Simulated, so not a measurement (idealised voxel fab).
This section sets out a process module, namely voxel wiring stack.
This is section cut - it's 255 nm across, gridded in 5 nm square cells.
For the purposes of this document, a cross-section shall be understood as a grid of square cells, specified as bands listed in top-to-bottom order, each band consisting of one or more rows of cells.
Band: top height; bottom height; in nm. Then, left to right: material with width in nm, for each material. "throughout": a single material spanning edge to edge. "empty": empty space.
Note: height 0 marks the level under which the wafer is uniformly one material as received. Lowest band unbounded below, written "0..down".
Note: "30..40" means the width goes from the first number (top row of the band) to the second number (bottom row) in equal steps per row of cells.
When a step is marked "nothing different", none of the cells in the cross-section changed during that step.
Heads up: "Trapped void list" only lists the empty pockets with no open path to the top that are 8 cells or more, and it writes them as width x height at distance, distance from the left edge, in nm.
after a step's settings: what the simulator itself notes on the step
"overlay nm" answers the question of how far to the right of plan the mask lay on a step that has a mask, and when it is negative the answer is to the left.

**List of planned process steps**
- 1: RECEIVE [material Si]
- 2: CONFORMAL_DEP [material SiO2] [thk nm 10]
- 3: CONFORMAL_DEP [material SiCN] [thk nm 5]
- 4: DIRECTIONAL_DEP [material SiO2] [thk nm 20]
- 5: DIRECTIONAL_DEP [material aC] [thk nm 10]
- 6: PATTERN [tone open] [mask id METAL_1] [material resist] [width nm 30] [pitch nm 55] [thk nm 30] [overlay nm 0]
- 7: DIRECTIONAL_ETCH [etch materials aC] [depth nm 10]
- 8: STRIP [etch materials resist]
- 9: DIRECTIONAL_ETCH [etch materials SiO2] [depth nm 20]
- 10: DIRECTIONAL_ETCH [etch materials SiCN] [depth nm 5]
- 11: STRIP [etch materials aC]
- 12: CONFORMAL_DEP [material TiN] [thk nm 5]
- 13: FILL_DEP [material Ru] [thk nm 10]
- 14: CMP [height nm 35]
- 15: CONFORMAL_DEP [material SiCN] [thk nm 5]
- 16: DIRECTIONAL_DEP [material lowk] [thk nm 20]
- 17: DIRECTIONAL_DEP [material aC] [thk nm 15]
- 18: PATTERN [tone open] [mask id PLUG_1] [material resist] [width nm 15] [thk nm 35] [overlay nm 0]
- 19: DIRECTIONAL_ETCH [etch materials aC] [depth nm 15]
- 20: STRIP [etch materials resist]
- 21: DIRECTIONAL_ETCH [etch materials lowk] [depth nm 20]
- 22: DIRECTIONAL_ETCH [etch materials SiCN] [depth nm 5]
- 23: STRIP [etch materials aC]
- 24: CONFORMAL_DEP [material TiN] [thk nm 5]
- 25: FILL_DEP [material Cu] [thk nm 10]
- 26: CMP [height nm 60]
- 27: CONFORMAL_DEP [material SiN] [thk nm 5]
- 28: DIRECTIONAL_DEP [material SiO2] [thk nm 25]
- 29: MASKED_ETCH [tone open] [mask id METAL_2] [width nm 30] [pitch nm 55] [etch materials SiO2] [depth nm 25] [overlay nm 0]
- 30: MASKED_ETCH [tone open] [mask id METAL_2] [width nm 30] [pitch nm 55] [etch materials SiN] [depth nm 5] [overlay nm 0]
- 31: CONFORMAL_DEP [material TiN] [thk nm 5]
- 32: FILL_DEP [material Ru] [thk nm 5]
- 33: CMP [height nm 90]
- 34: CONFORMAL_DEP [material SiN] [thk nm 5]

**Wafer cross-section on receipt, i.e. after step 1**
0..down | Si throughout
Trapped void list: none

**Cross-sectional view of the first of the two wafers upon completion of the module, processed in accordance with the plan**
95..90 | SiN throughout
90..65 | SiO2 85 nm  TiN 5 nm  Ru 20 nm  TiN 5 nm  SiO2 25 nm  TiN 5 nm  Ru 20 nm  TiN 5 nm  SiO2 85 nm
65..60 | SiN 85 nm  TiN 30 nm  SiN 25 nm  TiN 30 nm  SiN 85 nm
60..40 | lowk 85 nm  TiN 5 nm  Cu 5 nm  TiN 5 nm  lowk 155 nm
40..35 | SiCN 85 nm  TiN 15 nm  SiCN 155 nm
35..15 | SiO2 85 nm  TiN 5 nm  Ru 20 nm  TiN 5 nm  SiO2 25 nm  TiN 5 nm  Ru 20 nm  TiN 5 nm  SiO2 85 nm
15..10 | SiCN 85 nm  TiN 30 nm  SiCN 25 nm  TiN 30 nm  SiCN 85 nm
10..0 | SiO2 throughout
0..down | Si throughout
Trapped void list: none

**Presented here is a cross-section of the second of the two wafers as it stood at the end of the module. It was started in the same manner and assigned the same plan as the first wafer; however, one mistake was made in its execution**
95..90 | SiN throughout
90..65 | SiO2 85 nm  TiN 5 nm  Ru 20 nm  TiN 5 nm  SiO2 25 nm  TiN 5 nm  Ru 20 nm  TiN 5 nm  SiO2 85 nm
65..60 | SiN 85 nm  TiN 30 nm  SiN 25 nm  TiN 30 nm  SiN 85 nm
60..40 | lowk 90 nm  TiN 5 nm  Cu 5 nm  TiN 5 nm  lowk 150 nm
40..35 | SiCN 90 nm  TiN 15 nm  SiCN 150 nm
35..15 | SiO2 85 nm  TiN 5 nm  Ru 20 nm  TiN 5 nm  SiO2 25 nm  TiN 5 nm  Ru 20 nm  TiN 5 nm  SiO2 85 nm
15..10 | SiCN 85 nm  TiN 30 nm  SiCN 25 nm  TiN 30 nm  SiCN 85 nm
10..0 | SiO2 throughout
0..down | Si throughout
Trapped void list: none
It is concluded that the wafer was processed incorrectly with respect to the plan, in that step 18: run off-plan, actual operation and settings PATTERN [tone open] [mask id PLUG_1] [material resist] [width nm 15] [thk nm 35] [overlay nm 5]
At the end, each material covers as many cells on the second wafer as it does on the first, though the cells it covers are elsewhere.
